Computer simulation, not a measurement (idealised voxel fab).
The document below concerns the process module designated voxel wiring stack.
The cross-section shown here is cut; it is 165 nm wide and divided into square cells measuring 5 nm on a side.
In what follows, cross-sections appear as grids of square cells, described through bands that run from the top down, where every band is one or more rows of cells. First you get the band's top height and its bottom height, in nm, and then the materials it's made of, left to right, with each width in nm. If you see a single material with "edge to edge", that one covers the band edge to edge. "air" is empty space. Height is counted from the level 0, under which the received wafer is composed throughout of one material. The lowest of the bands is not closed at the bottom but continues downward, in the notation "0 and below". A width such as "30->40" changes by the same amount from each row of cells to the next, from the band's top row to its bottom row. "nothing altered" -> step changed no cross-section cell. Closed empty spaces (no open way to the top) of 8 cells or more are what "Closed void register" lists, each as width x height at distance from the left edge, nm for all three. It should be noted that, on the line of a given step, the content following the step's settings is a remark produced by the simulator itself with respect to that step. Among the settings permitted on a step's line is "overlay nm"; applied to a step with a mask, it specifies the extent to which the mask lay to the right of its planned position, whereas a negative figure signifies a position to the left.
## Steps in the process plan
step 1: RECEIVE | material Si
step 2: CONFORMAL_DEP | material SiO2 | thk nm 15
step 3: DIRECTIONAL_DEP | material TiN | thk nm 5
step 4: DIRECTIONAL_DEP | material W | thk nm 20
step 5: DIRECTIONAL_DEP | material aC | thk nm 10
step 6: PATTERN | tone cover | mask id METAL_1 | material resist | width nm 30 | pitch nm 45 | thk nm 30 | overlay nm 0
step 7: DIRECTIONAL_ETCH | etch materials aC | depth nm 10
step 8: STRIP | etch materials resist
step 9: DIRECTIONAL_ETCH | etch materials W | depth nm 20
step 10: DIRECTIONAL_ETCH | etch materials TiN | depth nm 5
step 11: STRIP | etch materials aC
step 12: CONFORMAL_DEP | material SiN | thk nm 5
step 13: FILL_DEP | material lowk | thk nm 5
step 14: CMP | height nm 40
step 15: CONFORMAL_DEP | material SiCN | thk nm 5
step 16: DIRECTIONAL_DEP | material SiO2 | thk nm 20
step 17: DIRECTIONAL_DEP | material aC | thk nm 10
step 18: PATTERN | tone open | mask id PLUG_1 | material resist | width nm 15 | pitch nm 90 | thk nm 25 | overlay nm 0
step 19: DIRECTIONAL_ETCH | etch materials aC | depth nm 10
step 20: STRIP | etch materials resist
step 21: DIRECTIONAL_ETCH | etch materials SiO2 | depth nm 20
step 22: DIRECTIONAL_ETCH | etch materials SiCN | depth nm 5
step 23: STRIP | etch materials aC
step 24: EPI | material Ru | thk nm 10
step 25: EPI | material Ru | thk nm 10
step 26: EPI | material Ru | thk nm 5
step 27: DIRECTIONAL_DEP | material TiN | thk nm 5
step 28: DIRECTIONAL_DEP | material W | thk nm 25
step 29: DIRECTIONAL_DEP | material aC | thk nm 10
step 30: PATTERN | tone cover | mask id METAL_2 | material resist | width nm 30 | pitch nm 45 | thk nm 30 | overlay nm 0
step 31: DIRECTIONAL_ETCH | etch materials aC | depth nm 10
step 32: STRIP | etch materials resist
step 33: DIRECTIONAL_ETCH | etch materials W | depth nm 25
step 34: DIRECTIONAL_ETCH | etch materials TiN | depth nm 5
step 35: STRIP | etch materials aC
step 36: CONFORMAL_DEP | material SiN | thk nm 5
step 37: FILL_DEP | material lowk | thk nm 5
step 38: CMP | height nm 95
step 39: CONFORMAL_DEP | material SiCN | thk nm 5
step 40: DIRECTIONAL_DEP | material lowk | thk nm 10
step 41: MASKED_ETCH | tone open | mask id PLUG_2 | width nm 15 | pitch nm 90 | etch materials lowk | depth nm 10 | overlay nm 0
step 42: MASKED_ETCH | tone open | mask id PLUG_2 | width nm 15 | pitch nm 90 | etch materials SiCN | depth nm 5 | overlay nm -5
step 43: EPI | material Ru | thk nm 10
step 44: EPI | material Ru | thk nm 5
step 45: DIRECTIONAL_DEP | material TiN | thk nm 5
step 46: DIRECTIONAL_DEP | material W | thk nm 15
step 47: MASKED_ETCH | tone cover | mask id METAL_3 | width nm 30 | pitch nm 45 | etch materials W | depth nm 15 | overlay nm 0
step 48: MASKED_ETCH | tone cover | mask id METAL_3 | width nm 30 | pitch nm 45 | etch materials TiN | depth nm 5 | overlay nm 0
step 49: FILL_DEP | material SiO2 | thk nm 10
step 50: CMP | height nm 130
step 51: CONFORMAL_DEP | material SiCN | thk nm 5
step 52: DIRECTIONAL_DEP | material lowk | thk nm 10
step 53: PATTERN | tone open | mask id PLUG_3 | material resist | width nm 15 | pitch nm 45 | thk nm 20 | overlay nm 0
step 54: DIRECTIONAL_ETCH | etch materials lowk | depth nm 10
step 55: DIRECTIONAL_ETCH | etch materials SiCN | depth nm 5
step 56: STRIP | etch materials resist
step 57: CONFORMAL_DEP | material TiN | thk nm 5
step 58: FILL_DEP | material Cu | thk nm 5
step 59: CMP | height nm 145
step 60: DIRECTIONAL_DEP | material TiN | thk nm 5
step 61: DIRECTIONAL_DEP | material W | thk nm 20
step 62: MASKED_ETCH | tone cover | mask id METAL_4 | width nm 30 | pitch nm 45 | etch materials W | depth nm 20 | overlay nm 0
step 63: MASKED_ETCH | tone cover | mask id METAL_4 | width nm 30 | pitch nm 45 | etch materials TiN | depth nm 5 | overlay nm 0
step 64: CONFORMAL_DEP | material SiCN | thk nm 5
step 65: FILL_DEP | material SiO2 | thk nm 10
step 66: CMP | height nm 170
step 67: CONFORMAL_DEP | material SiCN | thk nm 5
Every wafer here starts from the same state; it is the step 42 overlay nm that distinguishes them, and the value the plan gives belongs to the first wafer.
## The first of several wafers, as received after step 1, seen in section
0 and below  Si edge to edge
Closed void register: none
## first wafer at the end, after step 67
175 down to 170  SiCN edge to edge
170 down to 150  SiO2 (15) / SiCN (5) / W (30) / SiCN (5) / SiO2 (5) / SiCN (5) / W (30) / SiCN (5) / SiO2 (5) / SiCN (5) / W (30) / SiCN (5) / SiO2 (20)
150 down to 145  SiCN (20) / TiN (30) / SiCN (15) / TiN (30) / SiCN (15) / TiN (30) / SiCN (25)
145 down to 135  lowk (20) / TiN (5) / Cu (5) / TiN (5) / lowk (30) / TiN (5) / Cu (5) / TiN (5) / lowk (30) / TiN (5) / Cu (5) / TiN (5) / lowk (40)
135 down to 130  SiCN (20) / TiN (15) / SiCN (30) / TiN (15) / SiCN (30) / TiN (15) / SiCN (40)
130 down to 115  SiO2 (20) / W (30) / SiO2 (15) / W (30) / SiO2 (15) / W (30) / SiO2 (25)
115 down to 110  SiO2 (20) / TiN (30) / SiO2 (15) / TiN (30) / SiO2 (15) / TiN (30) / SiO2 (25)
110 down to 100  lowk (20) / Ru (15) / lowk (75) / Ru (15) / lowk (40)
100 down to 95  SiCN (20) / Ru (10) / SiCN (80) / Ru (10) / SiCN (45)
95 down to 70  lowk (15) / SiN (5) / W (30) / SiN (5) / lowk (5) / SiN (5) / W (30) / SiN (5) / lowk (5) / SiN (5) / W (30) / SiN (5) / lowk (20)
70 down to 65  SiN (20) / TiN (30) / SiN (15) / TiN (30) / SiN (15) / TiN (30) / SiN (25)
65 down to 45  SiO2 (20) / Ru (15) / SiO2 (75) / Ru (15) / SiO2 (40)
45 down to 40  SiCN (20) / Ru (15) / SiCN (75) / Ru (15) / SiCN (40)
40 down to 20  lowk (15) / SiN (5) / W (30) / SiN (5) / lowk (5) / SiN (5) / W (30) / SiN (5) / lowk (5) / SiN (5) / W (30) / SiN (5) / lowk (20)
20 down to 15  SiN (20) / TiN (30) / SiN (15) / TiN (30) / SiN (15) / TiN (30) / SiN (25)
15 down to 0  SiO2 edge to edge
0 and below  Si edge to edge
Closed void register: none
## End of module, last wafer sectioned
175 down to 170  SiCN edge to edge
170 down to 150  SiO2 (15) / SiCN (5) / W (30) / SiCN (5) / SiO2 (5) / SiCN (5) / W (30) / SiCN (5) / SiO2 (5) / SiCN (5) / W (30) / SiCN (5) / SiO2 (20)
150 down to 145  SiCN (20) / TiN (30) / SiCN (15) / TiN (30) / SiCN (15) / TiN (30) / SiCN (25)
145 down to 135  lowk (20) / TiN (5) / Cu (5) / TiN (5) / lowk (30) / TiN (5) / Cu (5) / TiN (5) / lowk (30) / TiN (5) / Cu (5) / TiN (5) / lowk (40)
135 down to 130  SiCN (20) / TiN (15) / SiCN (30) / TiN (15) / SiCN (30) / TiN (15) / SiCN (40)
130 down to 120  SiO2 (35) / W (15) / SiO2 (15) / W (30) / SiO2 (30) / W (15) / SiO2 (25)
120 down to 115  SiO2 (20) / W (30) / SiO2 (15) / W (30) / SiO2 (15) / W (30) / SiO2 (25)
115 down to 110  SiO2 (20) / W (15) / TiN (15) / SiO2 (15) / TiN (30) / SiO2 (15) / W (15) / TiN (15) / SiO2 (25)
110 down to 105  lowk (20) / W (15) / lowk (75) / W (15) / lowk (40)
105 down to 100  lowk (20) / TiN (15) / lowk (75) / TiN (15) / lowk (40)
100 down to 95  SiCN edge to edge
95 down to 70  lowk (15) / SiN (5) / W (30) / SiN (5) / lowk (5) / SiN (5) / W (30) / SiN (5) / lowk (5) / SiN (5) / W (30) / SiN (5) / lowk (20)
70 down to 65  SiN (20) / TiN (30) / SiN (15) / TiN (30) / SiN (15) / TiN (30) / SiN (25)
65 down to 45  SiO2 (20) / Ru (15) / SiO2 (75) / Ru (15) / SiO2 (40)
45 down to 40  SiCN (20) / Ru (15) / SiCN (75) / Ru (15) / SiCN (40)
40 down to 20  lowk (15) / SiN (5) / W (30) / SiN (5) / lowk (5) / SiN (5) / W (30) / SiN (5) / lowk (5) / SiN (5) / W (30) / SiN (5) / lowk (20)
20 down to 15  SiN (20) / TiN (30) / SiN (15) / TiN (30) / SiN (15) / TiN (30) / SiN (25)
15 down to 0  SiO2 edge to edge
0 and below  Si edge to edge
Closed void register: none
## Wafer rows, end of module: cells per material gained (+) or lost (-) since receipt; closed voids last
overlay nm -5, +6 Cu, +46 Ru, +152 SiCN, +84 SiN, +303 SiO2, +93 TiN, +288 W, +183 lowk, Closed void register: none
overlay nm 0, +6 Cu, +48 Ru, +150 SiCN, +84 SiN, +303 SiO2, +93 TiN, +288 W, +183 lowk, Closed void register: none
overlay nm 5, +6 Cu, +46 Ru, +152 SiCN, +84 SiN, +303 SiO2, +93 TiN, +288 W, +183 lowk, Closed void register: none
overlay nm 10, +6 Cu, +44 Ru, +154 SiCN, +84 SiN, +303 SiO2, +93 TiN, +288 W, +183 lowk, Closed void register: none
overlay nm 15, +6 Cu, +30 Ru, +156 SiCN, +84 SiN, +315 SiO2, +93 TiN, +288 W, +183 lowk, Closed void register: none
